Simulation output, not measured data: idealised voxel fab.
process module | voxel spacer lines
The width of the displayed cross-section, cut, is 225 nm; its cells are square, with a size of 5 nm.
The cross-sections in this document take the form of a grid made of square cells. They are written out as bands, in order from top to bottom. Each band consists of one or more rows of cells.
A band entry consists of two parts. The first gives the height of the band's top and the height of its bottom, in nm. The rest lists the band's materials from left to right, each with its width in nm. A single material labelled with the word "throughout" fills the band from edge to edge, and the word "blank" marks empty space.
Note: height 0 marks the level under which the wafer is uniformly one material as received. Lowest band unbounded below, written "z 0 and below".
Graded width ("30..40"): value in top row of band = first number; value in bottom row = second number; row-to-row change constant.
When a step is marked "nothing altered", none of the cells in the cross-section changed during that step.
The list in "Fully enclosed voids" covers empty spaces of 8 cells or more that cannot reach the top through any open way, and it gives each as width x height at distance; the distance is from the left edge, and width, height and distance are in nm.
The remark found on a step's line after its settings is issued by the simulator itself and pertains to that step.
overlay nm: step with mask; distance mask lay right of planned place; negative value = left of planned place.

Steps planned for the process:
1: RECEIVE | material Si
2: CONFORMAL_DEP | material Al2O3 | thk nm 10
3: DIRECTIONAL_DEP | material TiN | thk nm 10
4: DIRECTIONAL_DEP | material polySi | thk nm 30
5: PATTERN | tone cover | mask id MANDREL | material resist | width nm 25 | pitch nm 70 | thk nm 40 | overlay nm 0
6: DIRECTIONAL_ETCH | etch materials polySi | depth nm 30
7: STRIP | etch materials resist
8: CONFORMAL_DEP | material SiO2 | thk nm 10
9: DIRECTIONAL_ETCH | etch materials SiO2 | depth nm 10
10: STRIP | etch materials polySi
11: DIRECTIONAL_ETCH | etch materials TiN | depth nm 10
12: STRIP | etch materials SiO2

Cross-section, incoming material, after step 1:
z 0 and below | Si throughout
Fully enclosed voids: none

The plan above was carried out on the starting structure above with one mistake, and this cross-section shows the wafer at the end of the module:
z 10 to 0 | blank 20 nm | TiN 10 nm | blank 25 nm | TiN 10 nm | blank 25 nm | TiN 10 nm | blank 25 nm | TiN 10 nm | blank 25 nm | TiN 10 nm | blank 25 nm | TiN 10 nm | blank 20 nm
z 0 and below | Si throughout
Fully enclosed voids: none
Nonconformance to the process plan: with respect to the plan, step 2 was omitted and not executed
